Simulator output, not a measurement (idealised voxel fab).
Module name: voxel ribs on slabs (process module)
The cross-section shown here is cut; it is 260 nm wide and divided into square cells measuring 5 nm on a side.
Just so we're on the same page, the cross-sections are grids of square cells, and they're listed out in bands top to bottom, each band one or more rows deep. Heads up on the band format: heights come first, top then bottom, in nm. After that it's the materials left to right, each with its width in nm. A single material flagged "everywhere" fills the whole band edge to edge, and "empty" means there's empty space there. Heights are reckoned from 0. Under this level, the received wafer is all of one material. The bottommost band is open-ended downward, for example "0 and below". Quick explanation for "30 to 40": the width changes in equal steps down the rows of cells, from the first number in the band's top row to the second number in its bottom row. The designation "identical to before", where it is given for a processing step, indicates that no cell of the cross-section was altered in the course of that step. Entry "Sealed-off cavities". Content: empty spaces with no open connection to the top, size 8 cells or greater. Each: width x height at distance. Distance: from left edge. Unit: nm. The remark found on a step's line after its settings is issued by the simulator itself and pertains to that step. "overlay nm" denotes, for a step that has a mask, the displacement of the mask to the right of its planned place, with negative values corresponding to the left.

-- plan
- 1: RECEIVE with material Si
- 2: DIRECTIONAL_DEP with material SiO2, thk nm 20
- 3: DIRECTIONAL_DEP with material SiN, thk nm 15
- 4: PATTERN with tone cover, mask id RIB, material resist, width nm 15, thk nm 15, overlay nm 0
- 5: DIRECTIONAL_ETCH with etch materials SiN, depth nm 5
- 6: STRIP with etch materials resist
- 7: DIRECTIONAL_DEP with material aC, thk nm 10
- 8: PATTERN with tone cover, mask id SLAB, material resist, width nm 65, thk nm 30, overlay nm 0
- 9: DIRECTIONAL_ETCH with etch materials aC, depth nm 10
- 10: STRIP with etch materials resist
- 11: DIRECTIONAL_ETCH with etch materials SiN, depth nm 10
- 12: STRIP with etch materials aC
- 13: FILL_DEP with material SiO2, thk nm 15
- 14: CMP with height nm 45
- 15: DIRECTIONAL_DEP with material TiN, thk nm 5
- 16: DIRECTIONAL_DEP with material aC, thk nm 10
- 17: PATTERN with tone cover, mask id HEATER, material resist, width nm 25, thk nm 25, overlay nm 0
- 18: DIRECTIONAL_ETCH with etch materials aC, depth nm 10
- 19: STRIP with etch materials resist
- 20: DIRECTIONAL_ETCH with etch materials TiN, depth nm 5
- 21: STRIP with etch materials aC
- 22: CONFORMAL_DEP with material SiO2, thk nm 10

-- First wafer of two (run as planned)

-- Shown in cross-section is the wafer as received, that is, as it stands after step 1
- 0 and below = Si everywhere
- Sealed-off cavities: none

-- The wafer, seen in cross-section, after step 2
- 20 down to 0 = SiO2 everywhere
- Everything under 0 stays put, no change at all.

-- The wafer, seen in cross-section, after step 3
- 35 down to 20 = SiN everywhere
- Everything under 20 stays put, no change at all.

-- The wafer, seen in cross-section, after step 4
- 50 down to 35 = 120 nm empty  15 nm resist  125 nm empty
- Everything under 35 stays put, no change at all.

-- The wafer, seen in cross-section, after step 5
- 50 down to 35 = 120 nm empty  15 nm resist  125 nm empty
- 35 down to 30 = 120 nm empty  15 nm SiN  125 nm empty
- Everything under 30 stays put, no change at all.

-- The wafer, seen in cross-section, after step 6
- 35 down to 30 = 120 nm empty  15 nm SiN  125 nm empty
- Everything under 30 stays put, no change at all.

-- The wafer, seen in cross-section, after step 7
- 45 down to 40 = 120 nm empty  15 nm aC  125 nm empty
- 40 down to 35 = aC everywhere
- 35 down to 30 = 120 nm aC  15 nm SiN  125 nm aC
- Everything under 30 stays put, no change at all.

-- The wafer, seen in cross-section, after step 8
- 75 down to 45 = 95 nm empty  65 nm resist  100 nm empty
- 45 down to 40 = 95 nm empty  25 nm resist  15 nm aC  25 nm resist  100 nm empty
- Everything under 40 stays put, no change at all.

-- The wafer, seen in cross-section, after step 9
- 65 down to 45 = 95 nm empty  65 nm resist  100 nm empty
- 45 down to 40 = 95 nm empty  25 nm resist  15 nm aC  25 nm resist  100 nm empty
- 40 down to 35 = 95 nm empty  65 nm aC  100 nm empty
- 35 down to 30 = 95 nm empty  25 nm aC  15 nm SiN  25 nm aC  100 nm empty
- Everything under 30 stays put, no change at all.

-- The wafer, seen in cross-section, after step 10
- 45 down to 35 = 120 to 95 nm empty  15 to 65 nm aC  125 to 100 nm empty
- Everything under 35 stays put, no change at all.

-- The wafer, seen in cross-section, after step 11
- 45 down to 35 = 120 to 95 nm empty  15 to 65 nm aC  125 to 100 nm empty
- 35 down to 30 = 95 nm empty  25 nm aC  15 nm SiN  25 nm aC  100 nm empty
- 30 down to 20 = 95 nm empty  65 nm SiN  100 nm empty
- Everything under 20 stays put, no change at all.

-- The wafer, seen in cross-section, after step 12
- 35 down to 30 = 120 nm empty  15 nm SiN  125 nm empty
- Everything under 30 stays put, no change at all.

-- The wafer, seen in cross-section, after step 13
- 50 down to 35 = SiO2 everywhere
- 35 down to 30 = 120 nm SiO2  15 nm SiN  125 nm SiO2
- 30 down to 20 = 95 nm SiO2  65 nm SiN  100 nm SiO2
- Everything under 20 stays put, no change at all.

-- The wafer, seen in cross-section, after step 14
- 45 down to 35 = SiO2 everywhere
- Everything under 35 stays put, no change at all.

-- The wafer, seen in cross-section, after step 15
- 50 down to 45 = TiN everywhere
- Everything under 45 stays put, no change at all.

-- The wafer, seen in cross-section, after step 16
- 60 down to 50 = aC everywhere
- Everything under 50 stays put, no change at all.

-- The wafer, seen in cross-section, after step 17
- 85 down to 60 = 115 nm empty  25 nm resist  120 nm empty
- Everything under 60 stays put, no change at all.

-- The wafer, seen in cross-section, after step 18
- 75 down to 60 = 115 nm empty  25 nm resist  120 nm empty
- 60 down to 50 = 115 nm empty  25 nm aC  120 nm empty
- Everything under 50 stays put, no change at all.

-- The wafer, seen in cross-section, after step 19
- 60 down to 50 = 115 nm empty  25 nm aC  120 nm empty
- Everything under 50 stays put, no change at all.

-- The wafer, seen in cross-section, after step 20
- 60 down to 50 = 115 nm empty  25 nm aC  120 nm empty
- 50 down to 45 = 115 nm empty  25 nm TiN  120 nm empty
- Everything under 45 stays put, no change at all.

-- The wafer, seen in cross-section, after step 21
- 50 down to 45 = 115 nm empty  25 nm TiN  120 nm empty
- Everything under 45 stays put, no change at all.

-- The wafer, seen in cross-section, after step 22
- 60 down to 55 = 105 nm empty  45 nm SiO2  110 nm empty
- 55 down to 50 = SiO2 everywhere
- 50 down to 45 = 115 nm SiO2  25 nm TiN  120 nm SiO2
- Everything under 45 stays put, no change at all.

-- Notes, second wafer: start = first wafer's, plan = first wafer's, execution had one mistake; history identical to first through step 15

-- The second wafer in cross-section, at the planned close of step 16
- 60 down to 45 = TiN everywhere
- Everything under 45 stays put, no change at all.

-- The second wafer in cross-section, at the planned close of step 17
- 85 down to 60 = 115 nm empty  25 nm resist  120 nm empty
- Everything under 60 stays put, no change at all.

-- The second wafer in cross-section, at the planned close of step 18
- 75 down to 60 = 115 nm empty  25 nm resist  120 nm empty
- Everything under 60 stays put, no change at all.

-- The second wafer in cross-section, at the planned close of step 19
- 60 down to 45 = TiN everywhere
- Everything under 45 stays put, no change at all.

-- The second wafer in cross-section, at the planned close of step 20
- 55 down to 45 = TiN everywhere
- Everything under 45 stays put, no change at all.

The second wafer in cross-section, at the planned close of step 21: identical to before

-- The second wafer in cross-section, at the planned close of step 22
- 65 down to 55 = SiO2 everywhere
- Everything under 55 stays put, no change at all.
In executing the process, a mistake was made relative to the plan: it should be noted that step 16 was executed with settings other than those planned, the operation and settings actually applied being DIRECTIONAL_DEP with material TiN, thk nm 10
Heads up, by the end the second wafer has more or fewer cells of some materials compared to the first: SiO2: 4 fewer; TiN: 99 more
